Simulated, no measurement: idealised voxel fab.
This section sets out a process module, namely voxel tone inversion.
Displayed cross-section: cut, width of 195 nm, square cells sized 5 nm.
Notation: cross-section as square-cell grid; stated in bands, top first, going down; one or more cell rows per band. First you get the band's top height and its bottom height, in nm, and then the materials it's made of, left to right, with each width in nm. If you see a single material with "full width", that one covers the band edge to edge. "blank" is empty space. Convention: height 0 is the level below which the wafer, as received, is all one material. The lowest band does not terminate at the bottom but continues downward, represented as "0..down". When a width is written as two numbers, as in "30..40", the first number is the width in the top row of cells of the band and the second is the width in its bottom row, and the width changes by the same amount from each row to the next. A step reported as "nothing got changed" is a step in which no cell of the cross-section changed. Listed in "Cavities, closed": every empty space of 8 or more cells without an open way to the top. Form: width x height at distance, the distance being from the left edge, all in nm. Anything after a step's settings on that line? It's the simulator's own note about the step. overlay nm: where the mask lay relative to plan, measured to the right, on steps with a mask; negatives go left.

### Set out below are the planned steps of the process
1) RECEIVE (material Si)
2) CONFORMAL_DEP (material SiCN; thk nm 10)
3) DIRECTIONAL_DEP (material aC; thk nm 15)
4) PATTERN (tone cover; mask id POSTS; material resist; width nm 25; pitch nm 55; thk nm 25; overlay nm -15)
5) DIRECTIONAL_ETCH (etch materials aC; depth nm 15)
6) STRIP (etch materials resist)
7) FILL_DEP (material lowk; thk nm 5)
8) CMP (height nm 25)
9) STRIP (etch materials aC)
Every wafer here starts from the same state; it is the step 4 overlay nm that distinguishes them, and the value the plan gives belongs to the first wafer.

### Received wafers, first of several: cross-section after step 1
	0..down = Si full width
	Cavities, closed: none

### Here is how to read the rows: every wafer has a row, and it shows the wafer at the end of the module, giving for each material how many cells were gained (+) or lost (-) since the wafer was received, then listing its closed voids
overlay nm -15; +78 SiCN; +72 lowk; Cavities, closed: none
overlay nm -10; +78 SiCN; +72 lowk; Cavities, closed: none
overlay nm -5; +78 SiCN; +72 lowk; Cavities, closed: none
overlay nm 0; +78 SiCN; +72 lowk; Cavities, closed: none
overlay nm 5; +78 SiCN; +72 lowk; Cavities, closed: none
overlay nm 10; +78 SiCN; +72 lowk; Cavities, closed: none
overlay nm 15; +78 SiCN; +72 lowk; Cavities, closed: none
